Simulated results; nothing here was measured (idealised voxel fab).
Title: Process Module voxel ribs on slabs
Pictured: cross-section cut, 265 nm wide, on a grid of 5 nm square cells.
Cross-section layout: square cells on a grid; listed as bands, top to bottom; a band spans one or more cell rows. Band: top height; bottom height; in nm. Then, left to right: material with width in nm, for each material. "full width": a single material spanning edge to edge. "air": empty space. Heights are reckoned from 0. Under this level, the received wafer is all of one material. The bottommost band is open-ended downward, for example "z 0 and below". Width spec "30..40" -> top row of cells at first value, bottom row at second value, equal per-row change in between. Reading "no change" for a step: not a cell of the cross-section changed in it. "Closed void listing": sealed empty spaces, 8 cells or more, no open way to top, listed width x height at distance, with distance from the left edge and width, height and distance in nm. Step line, after settings: the simulator's comment on this step. You can add "overlay nm" to a step's line. For a step with a mask, it describes how far the mask lay to the right of its planned position, and a negative number describes a lay to the left.

THE PLANNED PROCESS STEPS ARE ENUMERATED HEREUNDER
1: RECEIVE: material Si
2: DIRECTIONAL_DEP: material SiO2, thk nm 30
3: DIRECTIONAL_DEP: material SiN, thk nm 15
4: PATTERN: tone cover, mask id RIB, material resist, width nm 20, thk nm 20, overlay nm 0
5: DIRECTIONAL_ETCH: etch materials SiN, depth nm 10
6: STRIP: etch materials resist
7: PATTERN: tone cover, mask id SLAB, material resist, width nm 80, thk nm 20, overlay nm 0
8: DIRECTIONAL_ETCH: etch materials SiN, depth nm 5
9: STRIP: etch materials resist
10: FILL_DEP: material SiO2, thk nm 20
11: CMP: height nm 55
12: DIRECTIONAL_DEP: material W, thk nm 5
13: DIRECTIONAL_DEP: material aC, thk nm 15
14: PATTERN: tone cover, mask id HEATER, material resist, width nm 30, thk nm 30, overlay nm 0
15: DIRECTIONAL_ETCH: etch materials aC, depth nm 15
16: STRIP: etch materials resist
17: DIRECTIONAL_ETCH: etch materials W, depth nm 5
18: STRIP: etch materials aC
19: CONFORMAL_DEP: material SiO2, thk nm 10

BELOW: THE FIRST OF TWO WAFERS, RUN AS PLANNED

DELIVERED WAFER IN CROSS-SECTION: STATE AFTER STEP 1
- z 0 and below = Si full width
- Closed void listing: none

CROSS-SECTION OF THE WAFER AFTER STEP 2
- z 30 to 0 = SiO2 full width
- Beneath the level 0, the cross-section is identical to its previous state.

CROSS-SECTION OF THE WAFER AFTER STEP 3
- z 45 to 30 = SiN full width
- Beneath the level 30, the cross-section is identical to its previous state.

CROSS-SECTION OF THE WAFER AFTER STEP 4
- z 65 to 45 = air 120  resist 20  air 125
- Beneath the level 45, the cross-section is identical to its previous state.

CROSS-SECTION OF THE WAFER AFTER STEP 5
- z 65 to 45 = air 120  resist 20  air 125
- z 45 to 35 = air 120  SiN 20  air 125
- Beneath the level 35, the cross-section is identical to its previous state.

CROSS-SECTION OF THE WAFER AFTER STEP 6
- z 45 to 35 = air 120  SiN 20  air 125
- Beneath the level 35, the cross-section is identical to its previous state.

CROSS-SECTION OF THE WAFER AFTER STEP 7
- z 65 to 45 = air 90  resist 80  air 95
- z 45 to 35 = air 90  resist 30  SiN 20  resist 30  air 95
- Beneath the level 35, the cross-section is identical to its previous state.

CROSS-SECTION OF THE WAFER AFTER STEP 8
- z 65 to 45 = air 90  resist 80  air 95
- z 45 to 35 = air 90  resist 30  SiN 20  resist 30  air 95
- z 35 to 30 = air 90  SiN 80  air 95
- Beneath the level 30, the cross-section is identical to its previous state.

CROSS-SECTION OF THE WAFER AFTER STEP 9
- z 45 to 35 = air 120  SiN 20  air 125
- Beneath the level 35, the cross-section is identical to its previous state.

CROSS-SECTION OF THE WAFER AFTER STEP 10
- z 65 to 45 = SiO2 full width
- z 45 to 35 = SiO2 120  SiN 20  SiO2 125
- z 35 to 30 = SiO2 90  SiN 80  SiO2 95
- Beneath the level 30, the cross-section is identical to its previous state.

CROSS-SECTION OF THE WAFER AFTER STEP 11
- z 55 to 45 = SiO2 full width
- Beneath the level 45, the cross-section is identical to its previous state.

CROSS-SECTION OF THE WAFER AFTER STEP 12
- z 60 to 55 = W full width
- Beneath the level 55, the cross-section is identical to its previous state.

CROSS-SECTION OF THE WAFER AFTER STEP 13
- z 75 to 60 = aC full width
- Beneath the level 60, the cross-section is identical to its previous state.

CROSS-SECTION OF THE WAFER AFTER STEP 14
- z 105 to 75 = air 115  resist 30  air 120
- Beneath the level 75, the cross-section is identical to its previous state.

CROSS-SECTION OF THE WAFER AFTER STEP 15
- z 90 to 75 = air 115  resist 30  air 120
- z 75 to 60 = air 115  aC 30  air 120
- Beneath the level 60, the cross-section is identical to its previous state.

CROSS-SECTION OF THE WAFER AFTER STEP 16
- z 75 to 60 = air 115  aC 30  air 120
- Beneath the level 60, the cross-section is identical to its previous state.

CROSS-SECTION OF THE WAFER AFTER STEP 17
- z 75 to 60 = air 115  aC 30  air 120
- z 60 to 55 = air 115  W 30  air 120
- Beneath the level 55, the cross-section is identical to its previous state.

CROSS-SECTION OF THE WAFER AFTER STEP 18
- z 60 to 55 = air 115  W 30  air 120
- Beneath the level 55, the cross-section is identical to its previous state.

CROSS-SECTION OF THE WAFER AFTER STEP 19
- z 70 to 65 = air 105  SiO2 50  air 110
- z 65 to 60 = SiO2 full width
- z 60 to 55 = SiO2 115  W 30  SiO2 120
- Beneath the level 55, the cross-section is identical to its previous state.

THE SECOND WAFER: IDENTICAL TO THE FIRST AT THE OUTSET AND IN ITS PLANNED SEQUENCE, DIFFERING ONLY IN THAT ONE MISTAKE WAS MADE DURING PROCESSING; UP TO AND INCLUDING STEP 3, ITS PATH IS THE FIRST WAFER'S PATH

PLANNED END OF STEP 4: SECOND WAFER, CROSS-SECTION
- z 65 to 45 = resist 120  air 20  resist 125
- Beneath the level 45, the cross-section is identical to its previous state.

PLANNED END OF STEP 5: SECOND WAFER, CROSS-SECTION
- z 65 to 45 = resist 120  air 20  resist 125
- z 45 to 35 = SiN 120  air 20  SiN 125
- Beneath the level 35, the cross-section is identical to its previous state.

PLANNED END OF STEP 6: SECOND WAFER, CROSS-SECTION
- z 45 to 35 = SiN 120  air 20  SiN 125
- Beneath the level 35, the cross-section is identical to its previous state.

PLANNED END OF STEP 7: SECOND WAFER, CROSS-SECTION
- z 65 to 45 = air 90  resist 80  air 95
- z 45 to 35 = SiN 120  resist 20  SiN 125
- Beneath the level 35, the cross-section is identical to its previous state.

PLANNED END OF STEP 8: SECOND WAFER, CROSS-SECTION
- z 65 to 45 = air 90  resist 80  air 95
- z 45 to 40 = air 90  SiN 30  resist 20  SiN 30  air 95
- Beneath the level 40, the cross-section is identical to its previous state.

PLANNED END OF STEP 9: SECOND WAFER, CROSS-SECTION
- z 45 to 40 = air 90  SiN 30  air 20  SiN 30  air 95
- z 40 to 35 = SiN 120  air 20  SiN 125
- Beneath the level 35, the cross-section is identical to its previous state.

PLANNED END OF STEP 10: SECOND WAFER, CROSS-SECTION
- z 65 to 45 = SiO2 full width
- z 45 to 40 = SiO2 90  SiN 30  SiO2 20  SiN 30  SiO2 95
- z 40 to 35 = SiN 120  SiO2 20  SiN 125
- Beneath the level 35, the cross-section is identical to its previous state.

PLANNED END OF STEP 11: SECOND WAFER, CROSS-SECTION
- z 55 to 45 = SiO2 full width
- Beneath the level 45, the cross-section is identical to its previous state.

PLANNED END OF STEP 12: SECOND WAFER, CROSS-SECTION
- z 60 to 55 = W full width
- Beneath the level 55, the cross-section is identical to its previous state.

PLANNED END OF STEP 13: SECOND WAFER, CROSS-SECTION
- z 75 to 60 = aC full width
- Beneath the level 60, the cross-section is identical to its previous state.

PLANNED END OF STEP 14: SECOND WAFER, CROSS-SECTION
- z 105 to 75 = air 115  resist 30  air 120
- Beneath the level 75, the cross-section is identical to its previous state.

PLANNED END OF STEP 15: SECOND WAFER, CROSS-SECTION
- z 90 to 75 = air 115  resist 30  air 120
- z 75 to 60 = air 115  aC 30  air 120
- Beneath the level 60, the cross-section is identical to its previous state.

PLANNED END OF STEP 16: SECOND WAFER, CROSS-SECTION
- z 75 to 60 = air 115  aC 30  air 120
- Beneath the level 60, the cross-section is identical to its previous state.

PLANNED END OF STEP 17: SECOND WAFER, CROSS-SECTION
- z 75 to 60 = air 115  aC 30  air 120
- z 60 to 55 = air 115  W 30  air 120
- Beneath the level 55, the cross-section is identical to its previous state.

PLANNED END OF STEP 18: SECOND WAFER, CROSS-SECTION
- z 60 to 55 = air 115  W 30  air 120
- Beneath the level 55, the cross-section is identical to its previous state.

PLANNED END OF STEP 19: SECOND WAFER, CROSS-SECTION
- z 70 to 65 = air 105  SiO2 50  air 110
- z 65 to 60 = SiO2 full width
- z 60 to 55 = SiO2 115  W 30  SiO2 120
- Beneath the level 55, the cross-section is identical to its previous state.
Where did the run depart from the plan? step 4 ran differently from the plan; actual operation with settings: PATTERN: tone open, mask id RIB, material resist, width nm 20, thk nm 20, overlay nm 0
Count the cells at the end and the second wafer has more or fewer of some materials than the first: +90 SiN; -90 SiO2
